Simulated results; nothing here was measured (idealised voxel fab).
Presented below is a process module, voxel trench capacitor.
For reference, the cross-section in this document is cut, with width 285 nm and square cells of 5 nm.
Cross-section = grid of square cells, listed top down in bands; band = one or more rows. In this notation a band is specified by the heights of its top and bottom, in that order and in nm, after which its materials appear from left to right, each paired with its width in nm. The word "edge to edge" attached to a single material means that material fills the band from edge to edge; the word "air" stands for empty space. Measure heights from 0. That's the level where, below it, the as-received wafer is all one material. The lowest band is bottomless and extends downward; write it as in "0 nm and below". Quick explanation for "30..40": the width changes in equal steps down the rows of cells, from the first number in the band's top row to the second number in its bottom row. The cross-section has no changed cell in any step marked "remains unaltered". The label "Unvented internal voids" introduces a list of the empty spaces, 8 cells or larger, that have no open way up to the top; each entry in it reads width x height at distance, where the distance is taken from the left edge and all three are stated in nm. Formally, on a step line, whatever follows the settings is a remark that the simulator itself makes on the step. The optional step-line setting "overlay nm" applies to steps with a mask and quantifies how far to the right of its planned location the mask lay, a negative value indicating leftward placement.
Intended process steps:
1: RECEIVE: material Si
2: CONFORMAL_DEP: material SiN, thk nm 10
3: PATTERN: tone open, mask id TRENCH, material resist, width nm 25, pitch nm 55, thk nm 20, overlay nm 0
4: DIRECTIONAL_ETCH: etch materials SiN, depth nm 10
5: DIRECTIONAL_ETCH: etch materials Si, depth nm 40
6: STRIP: etch materials resist
7: CONFORMAL_DEP: material HfO2, thk nm 5
8: CONFORMAL_DEP: material TiN, thk nm 5
9: FILL_DEP: material W, thk nm 10
10: CMP: height nm 10
This is the cross-section of the wafer as we received it, i.e. after step 1:
  0 nm and below  Si edge to edge
  Unvented internal voids: none
The first of two wafers, cross-sectioned at the end of the module, with the run proceeding as planned:
  10 nm to 0 nm  100 nm SiN; 5 nm HfO2; 5 nm TiN; 5 nm W; 5 nm TiN; 5 nm HfO2; 30 nm SiN; 5 nm HfO2; 5 nm TiN; 5 nm W; 5 nm TiN; 5 nm HfO2; 105 nm SiN
  0 nm to -30 nm  100 nm Si; 5 nm HfO2; 5 nm TiN; 5 nm W; 5 nm TiN; 5 nm HfO2; 30 nm Si; 5 nm HfO2; 5 nm TiN; 5 nm W; 5 nm TiN; 5 nm HfO2; 105 nm Si
  -30 nm to -35 nm  100 nm Si; 5 nm HfO2; 15 nm TiN; 5 nm HfO2; 30 nm Si; 5 nm HfO2; 15 nm TiN; 5 nm HfO2; 105 nm Si
  -35 nm to -40 nm  100 nm Si; 25 nm HfO2; 30 nm Si; 25 nm HfO2; 105 nm Si
  -40 nm and below  Si edge to edge
  Unvented internal voids: none
Second of two wafers, module complete, sectioned: it shares the first wafer's start and plan but was run with one mistake:
  10 nm to 0 nm  110 nm SiN; 5 nm HfO2; 5 nm TiN; 5 nm W; 5 nm TiN; 5 nm HfO2; 30 nm SiN; 5 nm HfO2; 5 nm TiN; 5 nm W; 5 nm TiN; 5 nm HfO2; 95 nm SiN
  0 nm to -30 nm  110 nm Si; 5 nm HfO2; 5 nm TiN; 5 nm W; 5 nm TiN; 5 nm HfO2; 30 nm Si; 5 nm HfO2; 5 nm TiN; 5 nm W; 5 nm TiN; 5 nm HfO2; 95 nm Si
  -30 nm to -35 nm  110 nm Si; 5 nm HfO2; 15 nm TiN; 5 nm HfO2; 30 nm Si; 5 nm HfO2; 15 nm TiN; 5 nm HfO2; 95 nm Si
  -35 nm to -40 nm  110 nm Si; 25 nm HfO2; 30 nm Si; 25 nm HfO2; 95 nm Si
  -40 nm and below  Si edge to edge
  Unvented internal voids: none
Deviation noted in wafer processing: step 3 did not happen as planned, as run it was PATTERN: tone open, mask id TRENCH, material resist, width nm 25, pitch nm 55, thk nm 20, overlay nm 10
At the end, each material covers as many cells on the second wafer as it does on the first, though the cells it covers are elsewhere.
